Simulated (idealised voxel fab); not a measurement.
Presented below is a process module, voxel transistor to metal.
The width of the displayed cross-section, cut, is 270 nm; its cells are square, with a size of 5 nm.
Cross-section layout: square cells on a grid; listed as bands, top to bottom; a band spans one or more cell rows. Band entry format. Leading values: height of top, height of bottom, nm. Remainder: materials in left-to-right order, each with its width in nm. Special words: "edge to edge" on a single material, which then fills the band edge to edge; "empty", empty space. The reference from which all heights are counted is 0, the level beneath which the as-received wafer is entirely one material; the lowest band, having no lower bound, proceeds downward and is written after the example "top 0, no bottom". A width given as "30 to 40" starts at the first number in the band's top row and ends at the second number in its bottom row, shifting by an equal amount at every step from row to row. "nothing altered" (step): cross-section cells unchanged, all of them. In the "Tabulated closed voids" entry, you get each enclosed empty space of 8 cells or more, one with no open way to the top, written width x height at distance, distance from the left edge, in nm. If you see something after the settings on a step's line, that's the simulator's own remark about that step. If you see "overlay nm" on a step's line and that step has a mask, it's telling you how far right of where it was planned the mask ended up; a negative number means it went left instead.
These are the steps we planned for the process:
step 1: RECEIVE (material Si)
step 2: OXIDIZE (depth nm 5)
step 3: CONFORMAL_DEP (material SiN; thk nm 15)
step 4: DIRECTIONAL_DEP (material aC; thk nm 10)
step 5: PATTERN (tone cover; mask id ACTIVE; material resist; width nm 105; pitch nm 125; thk nm 30; overlay nm 0)
step 6: DIRECTIONAL_ETCH (etch materials aC; depth nm 10)
step 7: STRIP (etch materials resist)
step 8: DIRECTIONAL_ETCH (etch materials SiN; depth nm 15)
step 9: DIRECTIONAL_ETCH (etch materials SiO2; depth nm 5)
step 10: DIRECTIONAL_ETCH (etch materials Si; depth nm 30)
step 11: STRIP (etch materials aC)
step 12: FILL_DEP (material SiO2; thk nm 10)
step 13: CMP (height nm 15)
step 14: SELECTIVE_ETCH (etch materials SiO2; depth nm 15)
step 15: STRIP (etch materials SiN)
step 16: SELECTIVE_ETCH (etch materials SiO2; depth nm 5)
step 17: OXIDIZE (depth nm 5)
step 18: DIRECTIONAL_DEP (material polySi; thk nm 20)
step 19: DIRECTIONAL_DEP (material SiCN; thk nm 15)
step 20: MASKED_ETCH (tone cover; mask id GATE; width nm 25; pitch nm 125; etch materials SiCN; depth nm 25; overlay nm 0)
step 21: MASKED_ETCH (tone cover; mask id GATE; width nm 25; pitch nm 125; etch materials polySi; depth nm 30; overlay nm 0)
step 22: CONFORMAL_DEP (material SiO2; thk nm 5)
step 23: DIRECTIONAL_ETCH (etch materials SiO2; depth nm 5)
step 24: CONFORMAL_DEP (material SiN; thk nm 5)
step 25: DIRECTIONAL_ETCH (etch materials SiN; depth nm 5)
step 26: DIRECTIONAL_ETCH (etch materials SiO2; depth nm 5)
step 27: EPI (material nSi; thk nm 5)
step 28: FILL_DEP (material SiO2; thk nm 10)
step 29: CMP (height nm 30)
step 30: DIRECTIONAL_DEP (material SiO2; thk nm 15)
step 31: DIRECTIONAL_DEP (material aC; thk nm 15)
step 32: PATTERN (tone open; mask id CONTACT; material resist; width nm 30; thk nm 35; overlay nm 0)
step 33: DIRECTIONAL_ETCH (etch materials aC; depth nm 15)
step 34: STRIP (etch materials resist)
step 35: DIRECTIONAL_ETCH (etch materials SiO2; depth nm 50)
step 36: STRIP (etch materials aC)
step 37: CONFORMAL_DEP (material TiN; thk nm 5)
step 38: FILL_DEP (material Ru; thk nm 10)
step 39: CMP (height nm 45)
step 40: DIRECTIONAL_DEP (material TiN; thk nm 5)
step 41: DIRECTIONAL_DEP (material W; thk nm 25)
step 42: MASKED_ETCH (tone cover; mask id METAL_1; width nm 20; etch materials W; depth nm 25; overlay nm 0)
step 43: MASKED_ETCH (tone cover; mask id METAL_1; width nm 20; etch materials TiN; depth nm 5; overlay nm 0)
step 44: FILL_DEP (material lowk; thk nm 5)
step 45: CMP (height nm 75)
step 46: CONFORMAL_DEP (material SiN; thk nm 5)
The cross-section here shows the wafer as received, i.e. in its state after step 1:
- top 0, no bottom | Si edge to edge
- Tabulated closed voids: none
The plan above was carried out on the starting structure above with one mistake, and this cross-section shows the wafer at the end of the module:
- top 80, bottom 75 | SiN edge to edge
- top 75, bottom 50 | lowk 25  W 20  lowk 55  W 20  lowk 30  W 20  lowk 55  W 20  lowk 25
- top 50, bottom 45 | lowk 25  TiN 20  lowk 55  TiN 20  lowk 30  TiN 20  lowk 55  TiN 20  lowk 25
- top 45, bottom 30 | SiO2 25  TiN 5  Ru 20  TiN 5  SiO2 35  TiN 5  Ru 20  TiN 5  SiO2 30  TiN 5  Ru 20  TiN 5  SiO2 35  TiN 5  Ru 20  TiN 5  SiO2 25
- top 30, bottom 15 | SiO2 25  TiN 5  Ru 20  TiN 5  SiN 5  SiCN 25  SiN 5  TiN 5  Ru 20  TiN 5  SiO2 30  TiN 5  Ru 20  TiN 5  SiN 5  SiCN 25  SiN 5  TiN 5  Ru 20  TiN 5  SiO2 25
- top 15, bottom 0 | SiO2 25  TiN 5  Ru 20  TiN 5  SiN 5  polySi 25  SiN 5  TiN 5  Ru 20  TiN 5  SiO2 30  TiN 5  Ru 20  TiN 5  SiN 5  polySi 25  SiN 5  TiN 5  Ru 20  TiN 5  SiO2 25
- top 0, bottom -5 | SiO2 25  TiN 30  SiN 5  polySi 25  SiN 5  TiN 30  SiO2 30  TiN 30  SiN 5  polySi 25  SiN 5  TiN 30  SiO2 25
- top -5, bottom -10 | SiO2 15  nSi 40  SiN 5  SiO2 25  SiN 5  nSi 40  SiO2 10  nSi 40  SiN 5  SiO2 25  SiN 5  nSi 40  SiO2 15
- top -10, bottom -15 | SiO2 15  nSi 5  Si 105  nSi 5  SiO2 10  nSi 5  Si 105  nSi 5  SiO2 15
- top -15, bottom -35 | SiO2 20  Si 105  SiO2 20  Si 105  SiO2 20
- top -35, no bottom | Si edge to edge
- Tabulated closed voids: none
Here's what went sideways: execution of step 22 of the plan did not take place, the step having been omitted
